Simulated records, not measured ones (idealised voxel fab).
process module | voxel capacitor over wiring
cross-section cut | 275 nm wide | cells 5 nm
A cross-section is a grid of square cells, given in bands from the top down. A band is one or more rows of cells.
Each band's line starts with the height of the band's top and of its bottom, in nm. Then come its materials from left to right, each with its width in nm. One material with "throughout" fills the band from edge to edge. "air" is empty space.
Height 0 is the level under which the wafer as received is all one material. The lowest band goes on downwards, as in "0 down".
A width such as "30 to 40" changes by the same amount from each row of cells to the next, from the band's top row to its bottom row.
"no change" after a step means that no cell of the cross-section changed.
closed voids: empty space of 8 cells or more with no open way to the top, each as width x height at its distance from the left edge, in nm
after a step's settings: what the simulator itself notes on the step
overlay nm, on a step with a mask: how far to the right of its planned place the mask lay; to the left if negative
plan
1 op RECEIVE | material Si
2 op CONFORMAL_DEP | material SiO2 | thk nm 15
3 op CONFORMAL_DEP | material SiCN | thk nm 5
4 op DIRECTIONAL_DEP | material lowk | thk nm 25
5 op PATTERN | tone open | mask id METAL_1 | material resist | width nm 20 | pitch nm 80 | thk nm 15 | overlay nm 0
6 op DIRECTIONAL_ETCH | etch materials lowk | depth nm 25
7 op DIRECTIONAL_ETCH | etch materials SiCN | depth nm 5
8 op STRIP | etch materials resist
9 op CONFORMAL_DEP | material TiN | thk nm 5
10 op FILL_DEP | material W | thk nm 10
11 op CMP | height nm 45
12 op EPI | material Ru | thk nm 5
13 op FILL_DEP | material SiCN | thk nm 5
14 op DIRECTIONAL_DEP | material SiO2 | thk nm 10
15 op PATTERN | tone open | mask id PLUG_1 | material resist | width nm 15 | thk nm 15 | overlay nm 0
16 op DIRECTIONAL_ETCH | etch materials SiO2 | depth nm 10
17 op DIRECTIONAL_ETCH | etch materials SiCN | depth nm 5
18 op STRIP | etch materials resist
19 op CONFORMAL_DEP | material TiN | thk nm 5
20 op FILL_DEP | material W | thk nm 5
21 op CMP | height nm 65
22 op DIRECTIONAL_DEP | material TiN | thk nm 5
23 op DIRECTIONAL_DEP | material SiN | thk nm 5
24 op DIRECTIONAL_DEP | material TiN | thk nm 10
25 op DIRECTIONAL_DEP | material aC | thk nm 15
26 op PATTERN | tone cover | mask id UPPER_PLATE | material resist | width nm 65 | thk nm 30 | overlay nm 0
27 op DIRECTIONAL_ETCH | etch materials aC | depth nm 15
28 op STRIP | etch materials resist
29 op DIRECTIONAL_ETCH | etch materials TiN | depth nm 10
30 op DIRECTIONAL_ETCH | etch materials SiN | depth nm 5
31 op STRIP | etch materials aC
32 op PATTERN | tone cover | mask id LOWER_PLATE | material resist | width nm 75 | thk nm 15 | overlay nm 0
33 op DIRECTIONAL_ETCH | etch materials TiN | depth nm 5
34 op STRIP | etch materials resist
35 op FILL_DEP | material SiO2 | thk nm 15
36 op CMP | height nm 95
37 op MASKED_ETCH | tone open | mask id PLUG_2 | width nm 15 | etch materials SiO2 | depth nm 10 | overlay nm 0
38 op CONFORMAL_DEP | material TiN | thk nm 5
39 op FILL_DEP | material Ru | thk nm 5
40 op CMP | height nm 95
41 op CONFORMAL_DEP | material SiN | thk nm 5
as received, after step 1
  0 down: Si throughout
  closed voids: none
first wafer at the end, as planned
  100 to 95: SiN throughout
  95 to 90: SiO2 100 | TiN 5 | Ru 5 | TiN 5 | SiO2 160
  90 to 85: SiO2 100 | TiN 15 | SiO2 160
  85 to 75: SiO2 90 | TiN 65 | SiO2 120
  75 to 70: SiO2 90 | SiN 65 | SiO2 120
  70 to 65: SiO2 85 | TiN 75 | SiO2 115
  65 to 55: SiO2 90 | TiN 5 | W 5 | TiN 5 | SiO2 170
  55 to 50: SiCN 90 | TiN 15 | SiCN 170
  50 to 45: SiCN 80 | Ru 30 | SiCN 50 | Ru 30 | SiCN 85
  45 to 20: lowk 85 | TiN 5 | W 10 | TiN 5 | lowk 60 | TiN 5 | W 10 | TiN 5 | lowk 90
  20 to 15: SiCN 85 | TiN 20 | SiCN 60 | TiN 20 | SiCN 90
  15 to 0: SiO2 throughout
  0 down: Si throughout
  closed voids: none
second wafer at the end: like start, like plan, one mistake
  100 to 95: SiN throughout
  95 to 90: SiO2 100 | TiN 5 | Ru 5 | TiN 5 | SiO2 160
  90 to 85: SiO2 100 | TiN 15 | SiO2 160
  85 to 75: SiO2 90 | TiN 65 | SiO2 120
  75 to 70: SiO2 90 | SiN 65 | SiO2 120
  70 to 65: SiO2 85 | TiN 75 | SiO2 115
  65 to 60: Ru throughout
  60 to 50: W throughout
  50 to 45: TiN 90 | W 10 | TiN 70 | W 10 | TiN 95
  45 to 20: lowk 85 | TiN 5 | W 10 | TiN 5 | lowk 60 | TiN 5 | W 10 | TiN 5 | lowk 90
  20 to 15: SiCN 85 | TiN 20 | SiCN 60 | TiN 20 | SiCN 90
  15 to 0: SiO2 throughout
  0 down: Si throughout
  closed voids: none
what went wrong: step 11 was left out
at the end the second wafer has, in cells: 43 more of Ru | 95 fewer of SiCN | 104 fewer of SiO2 | 44 more of TiN | 112 more of W
